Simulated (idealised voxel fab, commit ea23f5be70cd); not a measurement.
process module | voxel released beams
cross-section cut | 255 nm wide | cells 5 nm
A cross-section is a grid of square cells, given in bands from the top down. A band is one or more rows of cells.
Each band's line starts with the height of the band's top and of its bottom, in nm. Then come its materials from left to right, each with its width in nm. One material with "throughout" fills the band from edge to edge. "air" is empty space.
Height 0 is the level under which the wafer as received is all one material. The lowest band goes on downwards, as in "0 down".
A width such as "30 to 40" changes by the same amount from each row of cells to the next, from the band's top row to its bottom row.
"no change" after a step means that no cell of the cross-section changed.
closed voids: empty space of 8 cells or more with no open way to the top, each as width x height at its distance from the left edge, in nm
after a step's settings: what the simulator itself notes on the step
overlay nm, on a step with a mask: how far to the right of its planned place the mask lay; to the left if negative
Each pair below shows a cross-section before one step and the cross-section after it, down to the lowest band that changed. The line under each pair gives the step between them, with its settings. The pairs can come from different runs of this module on the same starting wafer, so a pair continues from the pair above only where its "before" says so.
before
  0 down: Si throughout
  closed voids: none
after
  5 to 0: Al2O3 throughout
  below 0: unchanged
  closed voids: none
the step between: op CONFORMAL_DEP | material Al2O3 | thk nm 5
before: the cross-section after the pair above
after
  20 to 5: SiO2 throughout
  below 5: unchanged
  closed voids: none
the step between: op DIRECTIONAL_DEP | material SiO2 | thk nm 15
before: the cross-section after the pair above
after
  20 to 5: SiO2 65 | air 40 | SiO2 150
  below 5: unchanged
  closed voids: none
the step between: op MASKED_ETCH | tone open | mask id ANCHOR | width nm 40 | etch materials SiO2 | depth nm 15 | overlay nm 0
before: the cross-section after the pair above
after
  35 to 20: polySi 80 | air 10 | polySi 165
  20 to 5: SiO2 65 | polySi 40 | SiO2 150
  below 5: unchanged
  closed voids: none
the step between: op CONFORMAL_DEP | material polySi | thk nm 15
before: the cross-section after the pair above
after
  35 to 20: air 60 | polySi 20 | air 10 | polySi 95 | air 70
  below 20: unchanged
  closed voids: none
the step between: op MASKED_ETCH | tone cover | mask id BEAM | width nm 125 | etch materials polySi | depth nm 15 | overlay nm 0
before: the cross-section after the pair above
after
  35 to 20: air 60 | polySi 20 | air 10 | polySi 95 | air 70
  20 to 5: air 65 | polySi 40 | air 150
  below 5: unchanged
  closed voids: none
the step between: op STRIP | etch materials SiO2
before
  5 to 0: Al2O3 throughout
  0 down: Si throughout
  closed voids: none
after
  20 to 5: polySi throughout
  below 5: unchanged
  closed voids: none
the step between: op CONFORMAL_DEP | material polySi | thk nm 15
before: the cross-section after the pair above
after
  20 to 5: air 60 | polySi 125 | air 70
  below 5: unchanged
  closed voids: none
the step between: op MASKED_ETCH | tone cover | mask id BEAM | width nm 125 | etch materials polySi | depth nm 15 | overlay nm 0
before
  35 to 20: polySi 80 | air 10 | polySi 165
  20 to 5: SiO2 65 | polySi 40 | SiO2 150
  5 to 0: Al2O3 throughout
  0 down: Si throughout
  closed voids: none
after
  50 to 20: polySi throughout
  below 20: unchanged
  closed voids: none
the step between: op CONFORMAL_DEP | material polySi | thk nm 15
before: the cross-section after the pair above
after
  50 to 35: air 60 | polySi 125 | air 70
  below 35: unchanged
  closed voids: none
the step between: op MASKED_ETCH | tone cover | mask id BEAM | width nm 125 | etch materials polySi | depth nm 15 | overlay nm 0
before
  0 down: Si throughout
  closed voids: none
after
  15 to 0: SiO2 throughout
  below 0: unchanged
  closed voids: none
the step between: op DIRECTIONAL_DEP | material SiO2 | thk nm 15
before: the cross-section after the pair above
after
  20 to 15: Al2O3 throughout
  below 15: unchanged
  closed voids: none
the step between: op CONFORMAL_DEP | material Al2O3 | thk nm 5
before: the cross-section after the pair above
after
  35 to 20: polySi throughout
  below 20: unchanged
  closed voids: none
the step between: op CONFORMAL_DEP | material polySi | thk nm 15
before: the cross-section after the pair above
after
  35 to 20: air 60 | polySi 125 | air 70
  below 20: unchanged
  closed voids: none
the step between: op MASKED_ETCH | tone cover | mask id BEAM | width nm 125 | etch materials polySi | depth nm 15 | overlay nm 0
before
  5 to 0: Al2O3 throughout
  0 down: Si throughout
  closed voids: none
after
  15 to 5: SiO2 throughout
  below 5: unchanged
  closed voids: none
the step between: op DIRECTIONAL_DEP | material SiO2 | thk nm 10
before: the cross-section after the pair above
after
  15 to 5: SiO2 65 | air 40 | SiO2 150
  below 5: unchanged
  closed voids: none
the step between: op MASKED_ETCH | tone open | mask id ANCHOR | width nm 40 | etch materials SiO2 | depth nm 15 | overlay nm 0
before: the cross-section after the pair above
after
  30 to 20: polySi 80 | air 10 | polySi 165
  20 to 15: polySi throughout
  15 to 5: SiO2 65 | polySi 40 | SiO2 150
  below 5: unchanged
  closed voids: none
the step between: op CONFORMAL_DEP | material polySi | thk nm 15
before: the cross-section after the pair above
after
  30 to 20: air 60 | polySi 20 | air 10 | polySi 95 | air 70
  20 to 15: air 60 | polySi 125 | air 70
  below 15: unchanged
  closed voids: none
the step between: op MASKED_ETCH | tone cover | mask id BEAM | width nm 125 | etch materials polySi | depth nm 15 | overlay nm 0
before: the cross-section after the pair above
after
  30 to 20: air 60 | polySi 20 | air 10 | polySi 95 | air 70
  20 to 15: air 60 | polySi 125 | air 70
  15 to 5: air 65 | polySi 40 | air 150
  below 5: unchanged
  closed voids: none
the step between: op STRIP | etch materials SiO2
before
  35 to 20: polySi 80 | air 10 | polySi 165
  20 to 5: SiO2 65 | polySi 40 | SiO2 150
  5 to 0: Al2O3 throughout
  0 down: Si throughout
  closed voids: none
after
  35 to 20: air 65 | polySi 15 | air 10 | polySi 95 | air 70
  below 20: unchanged
  closed voids: none
the step between: op MASKED_ETCH | tone cover | mask id BEAM | width nm 120 | etch materials polySi | depth nm 15 | overlay nm 0
before: the cross-section after the pair above
after
  35 to 20: air 65 | polySi 15 | air 10 | polySi 95 | air 70
  20 to 5: air 65 | polySi 40 | air 150
  below 5: unchanged
  closed voids: none
the step between: op STRIP | etch materials SiO2
before
  20 to 5: SiO2 throughout
  5 to 0: Al2O3 throughout
  0 down: Si throughout
  closed voids: none
after
  20 to 5: SiO2 75 | air 40 | SiO2 140
  below 5: unchanged
  closed voids: none
the step between: op MASKED_ETCH | tone open | mask id ANCHOR | width nm 40 | etch materials SiO2 | depth nm 15 | overlay nm 10
before: the cross-section after the pair above
after
  35 to 20: polySi 90 | air 10 | polySi 155
  20 to 5: SiO2 75 | polySi 40 | SiO2 140
  below 5: unchanged
  closed voids: none
the step between: op CONFORMAL_DEP | material polySi | thk nm 15
before: the cross-section after the pair above
after
  35 to 20: air 60 | polySi 30 | air 10 | polySi 85 | air 70
  below 20: unchanged
  closed voids: none
the step between: op MASKED_ETCH | tone cover | mask id BEAM | width nm 125 | etch materials polySi | depth nm 15 | overlay nm 0
before: the cross-section after the pair above
after
  35 to 20: air 60 | polySi 30 | air 10 | polySi 85 | air 70
  20 to 5: air 75 | polySi 40 | air 140
  below 5: unchanged
  closed voids: none
the step between: op STRIP | etch materials SiO2
before
  0 down: Si throughout
  closed voids: none
after
  5 to 0: SiO2 throughout
  below 0: unchanged
  closed voids: none
the step between: op CONFORMAL_DEP | material SiO2 | thk nm 5
before: the cross-section after the pair above
after
  20 to 0: SiO2 throughout
  below 0: unchanged
  closed voids: none
the step between: op DIRECTIONAL_DEP | material SiO2 | thk nm 15
before: the cross-section after the pair above
after
  20 to 5: SiO2 65 | air 40 | SiO2 150
  below 5: unchanged
  closed voids: none
the step between: op MASKED_ETCH | tone open | mask id ANCHOR | width nm 40 | etch materials SiO2 | depth nm 15 | overlay nm 0
before: the cross-section after the pair above
after
  35 to 20: polySi 80 | air 10 | polySi 165
  20 to 5: SiO2 65 | polySi 40 | SiO2 150
  below 5: unchanged
  closed voids: none
the step between: op CONFORMAL_DEP | material polySi | thk nm 15
before: the cross-section after the pair above
after
  35 to 20: air 60 | polySi 20 | air 10 | polySi 95 | air 70
  below 20: unchanged
  closed voids: none
the step between: op MASKED_ETCH | tone cover | mask id BEAM | width nm 125 | etch materials polySi | depth nm 15 | overlay nm 0
before: the cross-section after the pair above
after
  0 down: Si throughout
  closed voids: none
the step between: op STRIP | etch materials SiO2
before
  35 to 20: polySi 80 | air 10 | polySi 165
  20 to 5: SiO2 65 | polySi 40 | SiO2 150
  5 to 0: Al2O3 throughout
  0 down: Si throughout
  closed voids: none
after
  35 to 20: polySi 60 | air 125 | polySi 70
  20 to 5: SiO2 65 | polySi 15 | air 10 | polySi 15 | SiO2 150
  below 5: unchanged
  closed voids: none
the step between: op MASKED_ETCH | tone open | mask id BEAM | width nm 125 | etch materials polySi | depth nm 15 | overlay nm 0
before: the cross-section after the pair above
after
  20 to 5: air 65 | polySi 15 | air 10 | polySi 15 | air 150
  below 5: unchanged
  closed voids: none
the step between: op STRIP | etch materials SiO2
